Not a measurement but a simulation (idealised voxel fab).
This is a process module. Its name is voxel gate over fins.
The figure presents cross-section cut, which has a width of 230 nm and is divided into square cells with an edge length of 5 nm.
Cross-section, as written here: a square-cell grid given band by band from the top down, where a band holds one or more rows of cells. Read a band's entry like this: the first values are the height of its top and the height of its bottom in nm, and what follows is the sequence of materials from left to right, each with its width in nm. Note that "air" is empty space, and that a single material marked "all across" reaches across the band from edge to edge. The reference from which all heights are counted is 0, the level beneath which the as-received wafer is entirely one material; the lowest band, having no lower bound, proceeds downward and is written after the example "0..down". When a width is written as two numbers, as in "30..40", the first number is the width in the top row of cells of the band and the second is the width in its bottom row, and the width changes by the same amount from each row to the next. Step marked "nothing altered"? Then no cell in the cross-section changed in it. The label "Entrapped void list" introduces a list of the empty spaces, 8 cells or larger, that have no open way up to the top; each entry in it reads width x height at distance, where the distance is taken from the left edge and all three are stated in nm. That trailing text on a step's line, after the settings, is the simulator's own remark on the step. Among the settings permitted on a step's line is "overlay nm"; applied to a step with a mask, it specifies the extent to which the mask lay to the right of its planned position, whereas a negative figure signifies a position to the left.
**This section lists the process steps that were planned**
1,RECEIVE,material Si
2,CONFORMAL_DEP,material SiN,thk nm 5
3,PATTERN,tone cover,mask id FINS,material resist,width nm 15,pitch nm 60,thk nm 20,overlay nm 0
4,DIRECTIONAL_ETCH,etch materials SiN,depth nm 5
5,DIRECTIONAL_ETCH,etch materials Si,depth nm 35
6,STRIP,etch materials resist
7,OXIDIZE,depth nm 5
8,FILL_DEP,material SiO2,thk nm 15
9,CMP,height nm 5
10,PATTERN,tone open,mask id RAIL,material resist,width nm 15,thk nm 20,overlay nm 0
11,DIRECTIONAL_ETCH,etch materials SiO2,depth nm 35
12,STRIP,etch materials resist
13,CONFORMAL_DEP,material TiN,thk nm 5
14,FILL_DEP,material Ru,thk nm 10
15,CMP,height nm 5
16,SELECTIVE_ETCH,etch materials W Ru TiN,depth nm 30
17,FILL_DEP,material SiO2,thk nm 5
18,CMP,height nm 5
19,SELECTIVE_ETCH,etch materials SiO2,depth nm 20
20,STRIP,etch materials SiN
21,CONFORMAL_DEP,material HfO2,thk nm 5
22,CONFORMAL_DEP,material TiN,thk nm 5
23,CONFORMAL_DEP,material TiAl,thk nm 5
24,CONFORMAL_DEP,material TiN,thk nm 5
25,FILL_DEP,material W,thk nm 15
26,CMP,height nm 30
27,CONFORMAL_DEP,material SiN,thk nm 10
**Wafer as received: cross-section following step 1**
	0..down | Si all across
	Entrapped void list: none
**Wafer at module end, in section. Began as above, planned as above, run with one mistake**
	40..30 | SiN all across
	30..20 | W all across
	20..15 | W (60), TiN (45), W (15), TiN (45), W (65)
	15..10 | W (60), TiN (5), TiAl (35), TiN (5), W (15), TiN (5), TiAl (35), TiN (5), W (65)
	10..5 | W (60), TiN (5), TiAl (5), TiN (25), TiAl (5), TiN (5), W (15), TiN (5), TiAl (5), TiN (25), TiAl (5), TiN (5), W (65)
	5..0 | TiN (65), TiAl (5), TiN (5), HfO2 (15), TiN (5), TiAl (5), TiN (25), TiAl (5), TiN (5), HfO2 (15), TiN (5), TiAl (5), TiN (70)
	0..-5 | TiAl (70), TiN (5), HfO2 (5), Si (5), HfO2 (5), TiN (5), TiAl (35), TiN (5), HfO2 (5), Si (5), HfO2 (5), TiN (5), TiAl (75)
	-5..-10 | TiN (75), HfO2 (5), Si (5), HfO2 (5), TiN (45), HfO2 (5), Si (5), HfO2 (5), TiN (80)
	-10..-15 | HfO2 (80), Si (5), HfO2 (55), Si (5), HfO2 (85)
	-15..-25 | SiO2 (80), Si (5), SiO2 (55), Si (5), SiO2 (85)
	-25..-30 | TiN (75), SiO2 (5), Si (5), SiO2 (5), TiN (15), SiO2 (15), TiN (15), SiO2 (5), Si (5), SiO2 (5), TiN (80)
	-30..-40 | SiO2 (80), Si (5), SiO2 (55), Si (5), SiO2 (85)
	-40..down | Si all across
	Entrapped void list: none
Nonconformance to the process plan: contrary to plan, step 10 was performed as PATTERN,tone cover,mask id RAIL,material resist,width nm 15,thk nm 20,overlay nm 0
